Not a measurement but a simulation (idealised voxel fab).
process module | voxel capacitor over wiring
cross-section cut | 260 nm wide | cells 5 nm
A cross-section is a grid of square cells, given in bands from the top down. A band is one or more rows of cells.
Each band's line starts with the height of the band's top and of its bottom, in nm. Then come its materials from left to right, each with its width in nm. One material with "throughout" fills the band from edge to edge. "air" is empty space.
Height 0 is the level under which the wafer as received is all one material. The lowest band goes on downwards, as in "0 down".
A width such as "30 to 40" changes by the same amount from each row of cells to the next, from the band's top row to its bottom row.
"no change" after a step means that no cell of the cross-section changed.
closed voids: empty space of 8 cells or more with no open way to the top, each as width x height at its distance from the left edge, in nm
after a step's settings: what the simulator itself notes on the step
overlay nm, on a step with a mask: how far to the right of its planned place the mask lay; to the left if negative
plan
1 op RECEIVE | material Si
2 op CONFORMAL_DEP | material SiO2 | thk nm 10
3 op CONFORMAL_DEP | material SiN | thk nm 5
4 op DIRECTIONAL_DEP | material lowk | thk nm 15
5 op PATTERN | tone open | mask id METAL_1 | material resist | width nm 30 | pitch nm 90 | thk nm 15 | overlay nm 0
6 op DIRECTIONAL_ETCH | etch materials lowk | depth nm 15
7 op DIRECTIONAL_ETCH | etch materials SiN | depth nm 5
8 op STRIP | etch materials resist
9 op CONFORMAL_DEP | material TiN | thk nm 5
10 op FILL_DEP | material Cu | thk nm 10
11 op CMP | height nm 30
12 op CONFORMAL_DEP | material SiCN | thk nm 5
13 op DIRECTIONAL_DEP | material SiO2 | thk nm 10
14 op MASKED_ETCH | tone open | mask id PLUG_1 | width nm 15 | etch materials SiO2 | depth nm 10 | overlay nm 0
15 op MASKED_ETCH | tone open | mask id PLUG_1 | width nm 15 | etch materials SiCN | depth nm 5 | overlay nm 0
16 op EPI | material Ru | thk nm 10
17 op EPI | material Ru | thk nm 5
18 op DIRECTIONAL_DEP | material TiN | thk nm 10
19 op DIRECTIONAL_DEP | material HfO2 | thk nm 5
20 op DIRECTIONAL_DEP | material TiN | thk nm 5
21 op PATTERN | tone cover | mask id UPPER_PLATE | material resist | width nm 65 | thk nm 15 | overlay nm 0
22 op DIRECTIONAL_ETCH | etch materials TiN | depth nm 5
23 op DIRECTIONAL_ETCH | etch materials HfO2 | depth nm 5
24 op STRIP | etch materials resist
25 op DIRECTIONAL_DEP | material aC | thk nm 15
26 op PATTERN | tone cover | mask id LOWER_PLATE | material resist | width nm 75 | thk nm 35 | overlay nm 0
27 op DIRECTIONAL_ETCH | etch materials aC | depth nm 15
28 op STRIP | etch materials resist
29 op DIRECTIONAL_ETCH | etch materials TiN | depth nm 10
30 op STRIP | etch materials aC
31 op FILL_DEP | material SiO2 | thk nm 15
32 op CMP | height nm 75
33 op PATTERN | tone open | mask id PLUG_2 | material resist | width nm 15 | thk nm 15 | overlay nm 0
34 op DIRECTIONAL_ETCH | etch materials SiO2 | depth nm 10
35 op STRIP | etch materials resist
36 op CONFORMAL_DEP | material TiN | thk nm 5
37 op FILL_DEP | material Cu | thk nm 10
38 op CMP | height nm 75
39 op CONFORMAL_DEP | material SiN | thk nm 5
varied across the wafers: width nm of step 14. The plan shows the first wafer's value. All wafers start alike
first wafer as received, after step 1
  0 down: Si throughout
  closed voids: none
first wafer at the end, after step 39
  80 to 75: SiN throughout
  75 to 70: SiO2 95 | TiN 5 | Cu 5 | TiN 5 | SiO2 150
  70 to 60: SiO2 95 to 85 | TiN 15 to 65 | SiO2 150 to 110
  60 to 55: SiO2 85 | HfO2 65 | SiO2 110
  55 to 45: SiO2 80 | TiN 75 | SiO2 105
  45 to 35: SiO2 85 | Ru 15 | SiO2 160
  35 to 30: SiCN 85 | Ru 15 | SiCN 160
  30 to 15: lowk 70 | TiN 5 | Cu 20 | TiN 5 | lowk 60 | TiN 5 | Cu 20 | TiN 5 | lowk 70
  15 to 10: SiN 70 | TiN 30 | SiN 60 | TiN 30 | SiN 70
  10 to 0: SiO2 throughout
  0 down: Si throughout
  closed voids: none
last wafer at the end
  80 to 75: SiN throughout
  75 to 70: SiO2 95 | TiN 5 | Cu 5 | TiN 5 | SiO2 150
  70 to 60: SiO2 95 to 85 | TiN 15 to 65 | SiO2 150 to 110
  60 to 55: SiO2 85 | HfO2 65 | SiO2 110
  55 to 45: SiO2 80 | TiN 75 | SiO2 105
  45 to 35: SiO2 80 | Ru 30 | SiO2 150
  35 to 30: SiCN 85 | Ru 15 | SiCN 160
  30 to 15: lowk 70 | TiN 5 | Cu 20 | TiN 5 | lowk 60 | TiN 5 | Cu 20 | TiN 5 | lowk 70
  15 to 10: SiN 70 | TiN 30 | SiN 60 | TiN 30 | SiN 70
  10 to 0: SiO2 throughout
  0 down: Si throughout
  closed voids: none
each wafer at the end: cells of each material gained (+) or lost (-) since it was received, then its closed voids
width nm 15 | +25 Cu | +13 HfO2 | +9 Ru | +49 SiCN | +92 SiN | +452 SiO2 | +72 TiN | +120 lowk | closed voids: none
width nm 20 | +25 Cu | +13 HfO2 | +11 Ru | +49 SiCN | +92 SiN | +450 SiO2 | +72 TiN | +120 lowk | closed voids: none
width nm 25 | +25 Cu | +13 HfO2 | +13 Ru | +49 SiCN | +92 SiN | +448 SiO2 | +72 TiN | +120 lowk | closed voids: none
width nm 30 | +25 Cu | +13 HfO2 | +15 Ru | +49 SiCN | +92 SiN | +446 SiO2 | +72 TiN | +120 lowk | closed voids: none
